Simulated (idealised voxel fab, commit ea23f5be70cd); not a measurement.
process module | voxel ribs on slabs
This is section cut - it's 160 nm across, gridded in 5 nm square cells.
Notation: cross-section as square-cell grid; stated in bands, top first, going down; one or more cell rows per band.
Basically the band line says how high the top is and how high the bottom is, in nm, and then what's in it from left to right, every material with its width in nm. Empty space shows up as "blank", and if a single material carries "full width" it runs the full band edge to edge.
Height 0 is the level under which the wafer as received is all one material. The lowest band goes on downwards, as in "z 0 and below".
Width: "30 to 40" (first number = top row, second number = bottom row, same change from row to row of cells).
Key: "nothing altered" - step with no changed cell in the cross-section.
Basically, "Unvented internal voids" tells you about the enclosed voids: empty spaces with no open way to the top, 8 cells or bigger, each written width x height at distance, where distance is from the left edge, all in nm.
On a step's line, text after the settings is the simulator commenting on that step.
overlay nm: right-of-plan distance of the mask on a masked step; negative values mean left-of-plan.

-- Process steps - plan
| 1 | RECEIVE, material Si |
| 2 | DIRECTIONAL_DEP, material SiO2, thk nm 20 |
| 3 | DIRECTIONAL_DEP, material SiN, thk nm 20 |
| 4 | MASKED_ETCH, tone cover, mask id RIB, width nm 25, etch materials SiN, depth nm 10, overlay nm 0 |
| 5 | PATTERN, tone cover, mask id SLAB, material resist, width nm 65, thk nm 20, overlay nm 0 |
| 6 | DIRECTIONAL_ETCH, etch materials SiN, depth nm 10 |
| 7 | STRIP, etch materials resist |
| 8 | FILL_DEP, material SiO2, thk nm 20 |
| 9 | CMP, height nm 50 |
| 10 | DIRECTIONAL_DEP, material TiN, thk nm 10 |
| 11 | MASKED_ETCH, tone cover, mask id HEATER, width nm 35, etch materials TiN, depth nm 10, overlay nm 0 |
| 12 | CONFORMAL_DEP, material SiN, thk nm 5 |

-- Cross-section: wafer on arrival = after step 1
  z 0 and below  Si full width
  Unvented internal voids: none

-- Cross-section, end of module. Start: as above. Plan: as above. Execution: one mistake
  z 60 to 50  60 of blank; 35 of TiN; 65 of blank
  z 50 to 40  SiO2 full width
  z 40 to 30  65 of SiO2; 25 of SiN; 70 of SiO2
  z 30 to 20  45 of SiO2; 65 of SiN; 50 of SiO2
  z 20 to 0  SiO2 full width
  z 0 and below  Si full width
  Unvented internal voids: none
Diagnosis: not run: step 12 of the plan (skipped)
